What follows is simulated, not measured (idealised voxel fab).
Title: Process Module voxel self aligned contacts
Section shown: cut. Width: 170 nm. Cell size: 5 nm, square.
Bands, listed from the top down, are how a cross-section gets written in this document; the cross-section itself is a grid of square cells, and a band is one or more rows of them.
Within each band entry, the heights of the top and of the bottom of the band appear first, in that order and in nm; the materials of the band then follow from left to right, each with its corresponding width in nm. The designation "throughout" on a single material indicates that it fills the band from edge to edge; the designation "blank" indicates empty space.
Heights are expressed relative to 0, this being the level below which the as-received wafer comprises one material exclusively. The lowest band is unbounded in the downward direction and is denoted as in "0 -> down".
So if you see something like "30 to 40" for the width, read it as the top row of the band sitting at the first number and the bottom row at the second, with every row in between moving by the same amount as the last.
The designation "no modification", where it is given for a processing step, indicates that no cell of the cross-section was altered in the course of that step.
The list in "Internal closed voids" covers empty spaces of 8 cells or more that cannot reach the top through any open way, and it gives each as width x height at distance; the distance is from the left edge, and width, height and distance are in nm.
Heads up: the bit after the settings on a step's line is the simulator's remark on that step.
Regarding "overlay nm": on a step with a mask, it is the distance the mask lay to the right of its planned place; a negative value places it to the left.
# Below is the list of planned process steps
1,RECEIVE: material Si
2,OXIDIZE: depth nm 5
3,DIRECTIONAL_DEP: material polySi, thk nm 20
4,DIRECTIONAL_DEP: material SiN, thk nm 15
5,DIRECTIONAL_DEP: material aC, thk nm 10
6,PATTERN: tone cover, mask id GATE, material resist, width nm 35, pitch nm 65, thk nm 25, overlay nm 0
7,DIRECTIONAL_ETCH: etch materials aC, depth nm 10
8,STRIP: etch materials resist
9,DIRECTIONAL_ETCH: etch materials SiN, depth nm 15
10,DIRECTIONAL_ETCH: etch materials polySi, depth nm 20
11,STRIP: etch materials aC
12,CONFORMAL_DEP: material SiN, thk nm 5
13,DIRECTIONAL_ETCH: etch materials SiN, depth nm 5
14,FILL_DEP: material SiO2, thk nm 15
15,CMP: height nm 40
16,DIRECTIONAL_DEP: material aC, thk nm 15
17,PATTERN: tone open, mask id CONTACT, material resist, width nm 50, thk nm 30, overlay nm 0
18,DIRECTIONAL_ETCH: etch materials aC, depth nm 15
19,STRIP: etch materials resist
20,DIRECTIONAL_ETCH: etch materials SiO2, depth nm 45
21,STRIP: etch materials aC
22,CONFORMAL_DEP: material TiN, thk nm 5
23,FILL_DEP: material W, thk nm 10
24,CMP: height nm 40
25,CONFORMAL_DEP: material SiCN, thk nm 5
# This is the cross-section of the wafer as we received it, i.e. after step 1
  0 -> down = Si throughout
  Internal closed voids: none
# First of two wafers at the end of the module, shown in cross-section; run carried out as planned
  45 -> 40 = SiCN throughout
  40 -> 35 = 60 SiO2 | 20 TiN | 10 W | 20 TiN | 60 SiO2
  35 -> 20 = 30 SiO2 | 45 SiN | 5 TiN | 10 W | 5 TiN | 45 SiN | 30 SiO2
  20 -> 0 = 30 SiO2 | 5 SiN | 35 polySi | 5 SiN | 5 TiN | 10 W | 5 TiN | 5 SiN | 35 polySi | 5 SiN | 30 SiO2
  0 -> -5 = 75 SiO2 | 20 TiN | 75 SiO2
  -5 -> down = Si throughout
  Internal closed voids: none
# Wafer two (of two), end-of-module cross-section: start = wafer one, plan = wafer one, one run mistake
  45 -> 40 = SiCN throughout
  40 -> 35 = 55 SiO2 | 25 TiN | 10 W | 15 TiN | 65 SiO2
  35 -> 20 = 30 SiO2 | 45 SiN | 5 TiN | 10 W | 5 TiN | 45 SiN | 30 SiO2
  20 -> 0 = 30 SiO2 | 5 SiN | 35 polySi | 5 SiN | 5 TiN | 10 W | 5 TiN | 5 SiN | 35 polySi | 5 SiN | 30 SiO2
  0 -> -5 = 75 SiO2 | 20 TiN | 75 SiO2
  -5 -> down = Si throughout
  Internal closed voids: none
Deviation noted in wafer processing: it should be noted that step 17 was executed with settings other than those planned, the operation and settings actually applied being PATTERN: tone open, mask id CONTACT, material resist, width nm 50, thk nm 30, overlay nm -5
By the end, you'd get the same cell count for each material on either wafer, but the second wafer puts them somewhere else.
